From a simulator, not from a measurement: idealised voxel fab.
Presented below is a process module, voxel lift off.
The cross-section shown here is cut; it is 300 nm wide and divided into square cells measuring 5 nm on a side.
A cross-section is written here as square cells arranged in a grid, and it is given in bands from the top down, each band taking up one or more rows of cells. The entry gives the band's vertical extent as a top height and a bottom height in nm, then its horizontal make-up as materials from left to right, each with a width in nm. "empty" stands for empty space; a single material marked "throughout" fills the band edge to edge. Height is counted from the level 0, under which the received wafer is composed throughout of one material. The lowest of the bands is not closed at the bottom but continues downward, in the notation "0 -> down". Graded width ("30..40"): value in top row of band = first number; value in bottom row = second number; row-to-row change constant. "nothing was modified" -> step changed no cross-section cell. Listed in "Enclosed cavities": every empty space of 8 or more cells without an open way to the top. Form: width x height at distance, the distance being from the left edge, all in nm. If you see something after the settings on a step's line, that's the simulator's own remark about that step. "overlay nm", when on a step's line for a step with a mask, measures how far to the right of its planned place the mask lay; a negative measure means to the left.

### Planned process steps
1 RECEIVE [material Si]
2 CONFORMAL_DEP [material SiN] [thk nm 10]
3 PATTERN [tone open] [mask id LINES] [material resist] [width nm 25] [pitch nm 50] [thk nm 20] [overlay nm 0]
4 DIRECTIONAL_DEP [material Ru] [thk nm 10]
5 STRIP [etch materials resist]
6 CONFORMAL_DEP [material SiN] [thk nm 5]

### As-received state of the wafer in cross-section, equivalent to post-step 1
	0 -> down | Si throughout
	Enclosed cavities: none

### The first of the two wafers as seen in cross-section once the module was finished; processing followed the plan
	25 -> 20 | 105 empty  35 SiN  15 empty  35 SiN  110 empty
	20 -> 15 | 105 empty  5 SiN  25 Ru  5 SiN  15 empty  5 SiN  25 Ru  5 SiN  110 empty
	15 -> 10 | 110 SiN  25 Ru  25 SiN  25 Ru  115 SiN
	10 -> 0 | SiN throughout
	0 -> down | Si throughout
	Enclosed cavities: none

### Cross-sectional image of the second wafer of the two following completion of the module. Starting state and process plan were the same as for the first wafer; one execution error occurred
	30 -> 25 | 105 empty  35 SiN  15 empty  35 SiN  110 empty
	25 -> 15 | 105 empty  5 SiN  25 Ru  5 SiN  15 empty  5 SiN  25 Ru  5 SiN  110 empty
	15 -> 10 | 110 SiN  25 Ru  25 SiN  25 Ru  115 SiN
	10 -> 0 | SiN throughout
	0 -> down | Si throughout
	Enclosed cavities: none
Error vs. plan: step 4 did not use the planned setting and instead ran as DIRECTIONAL_DEP [material Ru] [thk nm 15]
In the final state, the cell counts of the second wafer exceed or fall short of those of the first for the following materials: +10 Ru; +4 SiN
